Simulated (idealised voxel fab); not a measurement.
process module | voxel gate over fins
cross-section cut | 280 nm wide | cells 5 nm
A cross-section is a grid of square cells, given in bands from the top down. A band is one or more rows of cells.
Each band's line starts with the height of the band's top and of its bottom, in nm. Then come its materials from left to right, each with its width in nm. One material with "throughout" fills the band from edge to edge. "air" is empty space.
Height 0 is the level under which the wafer as received is all one material. The lowest band goes on downwards, as in "0 down".
A width such as "30 to 40" changes by the same amount from each row of cells to the next, from the band's top row to its bottom row.
"no change" after a step means that no cell of the cross-section changed.
closed voids: empty space of 8 cells or more with no open way to the top, each as width x height at its distance from the left edge, in nm
after a step's settings: what the simulator itself notes on the step
overlay nm, on a step with a mask: how far to the right of its planned place the mask lay; to the left if negative
plan
1 op RECEIVE | material Si
2 op CONFORMAL_DEP | material SiN | thk nm 5
3 op DIRECTIONAL_DEP | material aC | thk nm 10
4 op PATTERN | tone cover | mask id FINS | material resist | width nm 15 | pitch nm 45 | thk nm 25 | overlay nm 0
5 op DIRECTIONAL_ETCH | etch materials aC | depth nm 10
6 op STRIP | etch materials resist
7 op DIRECTIONAL_ETCH | etch materials SiN | depth nm 5
8 op DIRECTIONAL_ETCH | etch materials Si | depth nm 30
9 op STRIP | etch materials aC
10 op FILL_DEP | material SiO2 | thk nm 10
11 op CMP | height nm 5
12 op SELECTIVE_ETCH | etch materials SiO2 | depth nm 20
13 op STRIP | etch materials SiN
14 op CONFORMAL_DEP | material HfO2 | thk nm 5
15 op CONFORMAL_DEP | material TiN | thk nm 5
16 op CONFORMAL_DEP | material TiAl | thk nm 5
17 op CONFORMAL_DEP | material TiN | thk nm 5
18 op FILL_DEP | material W | thk nm 10
19 op CMP | height nm 25
20 op CONFORMAL_DEP | material SiCN | thk nm 10
as received, after step 1
  0 down: Si throughout
  closed voids: none
first wafer at the end, as planned
  35 to 25: SiCN throughout
  25 to 20: W throughout
  20 to 15: W 45 | TiN 190 | W 45
  15 to 10: W 45 | TiN 5 | TiAl 180 | TiN 5 | W 45
  10 to 5: W 45 | TiN 5 | TiAl 5 | TiN 35 | TiAl 10 | TiN 35 | TiAl 10 | TiN 35 | TiAl 10 | TiN 35 | TiAl 5 | TiN 5 | W 45
  5 to 0: TiN 50 | TiAl 5 | TiN 5 | HfO2 25 | TiN 5 | TiAl 10 | TiN 5 | HfO2 25 | TiN 5 | TiAl 10 | TiN 5 | HfO2 25 | TiN 5 | TiAl 10 | TiN 5 | HfO2 25 | TiN 5 | TiAl 5 | TiN 50
  0 to -5: TiAl 55 | TiN 5 | HfO2 5 | Si 15 | HfO2 5 | TiN 5 | TiAl 10 | TiN 5 | HfO2 5 | Si 15 | HfO2 5 | TiN 5 | TiAl 10 | TiN 5 | HfO2 5 | Si 15 | HfO2 5 | TiN 5 | TiAl 10 | TiN 5 | HfO2 5 | Si 15 | HfO2 5 | TiN 5 | TiAl 55
  -5 to -10: TiN 60 | HfO2 5 | Si 15 | HfO2 5 | TiN 20 | HfO2 5 | Si 15 | HfO2 5 | TiN 20 | HfO2 5 | Si 15 | HfO2 5 | TiN 20 | HfO2 5 | Si 15 | HfO2 5 | TiN 60
  -10 to -15: HfO2 65 | Si 15 | HfO2 30 | Si 15 | HfO2 30 | Si 15 | HfO2 30 | Si 15 | HfO2 65
  -15 to -30: SiO2 65 | Si 15 | SiO2 30 | Si 15 | SiO2 30 | Si 15 | SiO2 30 | Si 15 | SiO2 65
  -30 down: Si throughout
  closed voids: none
second wafer at the end: like start, like plan, one mistake
  35 to 25: SiCN throughout
  25 to 20: W throughout
  20 to 15: W 45 | TiN 190 | W 45
  15 to 10: W 45 | TiN 5 | TiAl 180 | TiN 5 | W 45
  10 to 5: W 45 | TiN 5 | TiAl 5 | SiN 35 | TiAl 10 | SiN 35 | TiAl 10 | SiN 35 | TiAl 10 | SiN 35 | TiAl 5 | TiN 5 | W 45
  5 to 0: TiN 50 | TiAl 5 | SiN 5 | HfO2 25 | SiN 5 | TiAl 10 | SiN 5 | HfO2 25 | SiN 5 | TiAl 10 | SiN 5 | HfO2 25 | SiN 5 | TiAl 10 | SiN 5 | HfO2 25 | SiN 5 | TiAl 5 | TiN 50
  0 to -5: TiAl 55 | SiN 5 | HfO2 5 | Si 15 | HfO2 5 | SiN 5 | TiAl 10 | SiN 5 | HfO2 5 | Si 15 | HfO2 5 | SiN 5 | TiAl 10 | SiN 5 | HfO2 5 | Si 15 | HfO2 5 | SiN 5 | TiAl 10 | SiN 5 | HfO2 5 | Si 15 | HfO2 5 | SiN 5 | TiAl 55
  -5 to -10: SiN 60 | HfO2 5 | Si 15 | HfO2 5 | SiN 20 | HfO2 5 | Si 15 | HfO2 5 | SiN 20 | HfO2 5 | Si 15 | HfO2 5 | SiN 20 | HfO2 5 | Si 15 | HfO2 5 | SiN 60
  -10 to -15: HfO2 65 | Si 15 | HfO2 30 | Si 15 | HfO2 30 | Si 15 | HfO2 30 | Si 15 | HfO2 65
  -15 to -30: SiO2 65 | Si 15 | SiO2 30 | Si 15 | SiO2 30 | Si 15 | SiO2 30 | Si 15 | SiO2 65
  -30 down: Si throughout
  closed voids: none
what went wrong: step 15 ran as: op CONFORMAL_DEP | material SiN | thk nm 5
at the end the second wafer has, in cells: 80 more of SiN | 80 fewer of TiN
